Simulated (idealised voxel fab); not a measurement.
You're looking at the process module voxel transistor to metal.
FYI the section here is cut, 215 nm wide, cells are 5 nm squares.
Cross-section layout: square cells on a grid; listed as bands, top to bottom; a band spans one or more cell rows. Quick guide to a band line: top height, bottom height (nm) up front; then every material left to right with its width in nm. Only one material and it's marked "full width"? Then it fills the band edge to edge. And "air" just means empty space. Convention: height 0 is the level below which the wafer, as received, is all one material. The lowest band does not terminate at the bottom but continues downward, represented as "0 nm and below". When a width is written as two numbers, as in "30->40", the first number is the width in the top row of cells of the band and the second is the width in its bottom row, and the width changes by the same amount from each row to the next. Step note "nothing changed" = no cross-section cell changed. If an empty space has no open way to the top and is at least 8 cells in size, "Sealed void list" lists it, written width x height at distance, where distance is measured from the left edge and every value is in nm. Heads up: the bit after the settings on a step's line is the simulator's remark on that step. Each step line may optionally specify "overlay nm", which for a step with a mask gives the rightward distance between the mask's planned place and where it lay, a negative value indicating the leftward direction.

[Intended process steps]
1,RECEIVE | material Si
2,OXIDIZE | depth nm 5
3,CONFORMAL_DEP | material SiN | thk nm 15
4,DIRECTIONAL_DEP | material aC | thk nm 15
5,PATTERN | tone cover | mask id ACTIVE | material resist | width nm 105 | thk nm 35 | overlay nm 0
6,DIRECTIONAL_ETCH | etch materials aC | depth nm 15
7,STRIP | etch materials resist
8,DIRECTIONAL_ETCH | etch materials SiN | depth nm 15
9,DIRECTIONAL_ETCH | etch materials SiO2 | depth nm 5
10,DIRECTIONAL_ETCH | etch materials Si | depth nm 30
11,STRIP | etch materials aC
12,FILL_DEP | material SiO2 | thk nm 10
13,CMP | height nm 15
14,SELECTIVE_ETCH | etch materials SiO2 | depth nm 10
15,STRIP | etch materials SiN
16,SELECTIVE_ETCH | etch materials SiO2 | depth nm 5
17,OXIDIZE | depth nm 5
18,DIRECTIONAL_DEP | material polySi | thk nm 30
19,DIRECTIONAL_DEP | material SiCN | thk nm 15
20,DIRECTIONAL_DEP | material aC | thk nm 10
21,PATTERN | tone cover | mask id GATE | material resist | width nm 25 | thk nm 25 | overlay nm 0
22,DIRECTIONAL_ETCH | etch materials aC | depth nm 10
23,STRIP | etch materials resist
24,DIRECTIONAL_ETCH | etch materials SiCN | depth nm 25
25,DIRECTIONAL_ETCH | etch materials polySi | depth nm 40
26,STRIP | etch materials aC
27,CONFORMAL_DEP | material SiN | thk nm 10
28,DIRECTIONAL_ETCH | etch materials SiN | depth nm 10
29,DIRECTIONAL_ETCH | etch materials SiO2 | depth nm 5
30,DIRECTIONAL_ETCH | etch materials Si | depth nm 10
31,EPI | material nSi | thk nm 10
32,FILL_DEP | material SiO2 | thk nm 10
33,CMP | height nm 40
34,DIRECTIONAL_DEP | material SiO2 | thk nm 15
35,PATTERN | tone open | mask id CONTACT | material resist | width nm 20 | pitch nm 75 | thk nm 15 | overlay nm 0
36,DIRECTIONAL_ETCH | etch materials SiO2 | depth nm 65
37,STRIP | etch materials resist
38,CONFORMAL_DEP | material TiN | thk nm 5
39,FILL_DEP | material Ru | thk nm 5
40,CMP | height nm 55
41,DIRECTIONAL_DEP | material TiN | thk nm 5
42,DIRECTIONAL_DEP | material W | thk nm 25
43,DIRECTIONAL_DEP | material aC | thk nm 15
44,PATTERN | tone cover | mask id METAL_1 | material resist | width nm 20 | pitch nm 75 | thk nm 30 | overlay nm 0
45,DIRECTIONAL_ETCH | etch materials aC | depth nm 15
46,STRIP | etch materials resist
47,DIRECTIONAL_ETCH | etch materials W | depth nm 25
48,DIRECTIONAL_ETCH | etch materials TiN | depth nm 5
49,STRIP | etch materials aC
50,CONFORMAL_DEP | material SiCN | thk nm 5
51,FILL_DEP | material SiO2 | thk nm 5
52,CMP | height nm 85
53,CONFORMAL_DEP | material SiN | thk nm 5

[Cross-section, incoming material, after step 1]
    0 nm and below | Si full width
    Sealed void list: none

[First of two wafers: cross-section at end of module, run per plan]
    90 nm to 85 nm | SiN full width
    85 nm to 60 nm | SiO2 55, then SiCN 5, then W 20, then SiCN 5, then SiO2 45, then SiCN 5, then W 20, then SiCN 5, then SiO2 55
    60 nm to 55 nm | SiCN 60, then TiN 20, then SiCN 55, then TiN 20, then SiCN 60
    55 nm to 40 nm | SiO2 60, then TiN 5, then Ru 10, then TiN 5, then SiO2 55, then TiN 5, then Ru 10, then TiN 5, then SiO2 60
    40 nm to 25 nm | SiO2 60, then TiN 5, then Ru 10, then TiN 5, then SiO2 5, then SiN 10, then SiCN 25, then SiN 10, then SiO2 5, then TiN 5, then Ru 10, then TiN 5, then SiO2 60
    25 nm to 5 nm | SiO2 60, then TiN 5, then Ru 10, then TiN 5, then SiO2 5, then SiN 10, then polySi 25, then SiN 10, then SiO2 5, then TiN 5, then Ru 10, then TiN 5, then SiO2 60
    5 nm to 0 nm | SiO2 60, then TiN 20, then SiO2 5, then SiN 10, then polySi 25, then SiN 10, then SiO2 5, then TiN 20, then SiO2 60
    0 nm to -5 nm | SiO2 50, then SiN 10, then nSi 10, then TiN 5, then nSi 10, then SiN 10, then polySi 25, then SiN 10, then nSi 10, then TiN 5, then nSi 10, then SiN 10, then SiO2 50
    -5 nm to -10 nm | SiO2 60, then nSi 10, then TiN 5, then nSi 10, then SiO2 45, then nSi 10, then TiN 5, then nSi 10, then SiO2 60
    -10 nm to -20 nm | SiO2 55, then Si 5, then nSi 25, then Si 45, then nSi 25, then Si 5, then SiO2 55
    -20 nm to -35 nm | SiO2 55, then Si 105, then SiO2 55
    -35 nm and below | Si full width
    Sealed void list: none

[Cross-section of the latter of the two wafers at module completion. It had an identical start and an identical plan to the former; in running it, one mistake was made]
    90 nm to 85 nm | SiN full width
    85 nm to 60 nm | SiO2 55, then SiCN 5, then W 20, then SiCN 5, then SiO2 45, then SiCN 5, then W 20, then SiCN 5, then SiO2 55
    60 nm to 55 nm | SiCN 60, then TiN 20, then SiCN 55, then TiN 20, then SiCN 60
    55 nm to 40 nm | SiO2 60, then TiN 5, then Ru 10, then TiN 5, then SiO2 55, then TiN 5, then Ru 10, then TiN 5, then SiO2 60
    40 nm to 30 nm | SiO2 60, then TiN 5, then Ru 10, then TiN 5, then SiO2 5, then SiN 10, then SiCN 25, then SiN 10, then SiO2 5, then TiN 5, then Ru 10, then TiN 5, then SiO2 60
    30 nm to 10 nm | SiO2 60, then TiN 5, then Ru 10, then TiN 5, then SiO2 5, then SiN 10, then polySi 25, then SiN 10, then SiO2 5, then TiN 5, then Ru 10, then TiN 5, then SiO2 60
    10 nm to 5 nm | SiO2 60, then TiN 5, then Ru 5, then TiN 10, then SiO2 5, then SiN 10, then polySi 25, then SiN 10, then SiO2 5, then TiN 10, then Ru 5, then TiN 5, then SiO2 60
    5 nm to 0 nm | SiO2 60, then TiN 5, then Ru 5, then TiN 5, then nSi 10, then SiN 10, then polySi 25, then SiN 10, then nSi 10, then TiN 5, then Ru 5, then TiN 5, then SiO2 60
    0 nm to -5 nm | SiO2 60, then TiN 15, then nSi 10, then SiO2 45, then nSi 10, then TiN 15, then SiO2 60
    -5 nm to -15 nm | SiO2 55, then nSi 30, then Si 45, then nSi 30, then SiO2 55
    -15 nm to -35 nm | SiO2 55, then Si 105, then SiO2 55
    -35 nm and below | Si full width
    Sealed void list: none
Here's what went sideways: step 16 occupied the plan position of step 15, and the converse holds as well
Count the cells at the end and the second wafer has more or fewer of some materials than the first: 17 more of Si | 5 fewer of SiCN | 8 fewer of SiN | 4 fewer of nSi
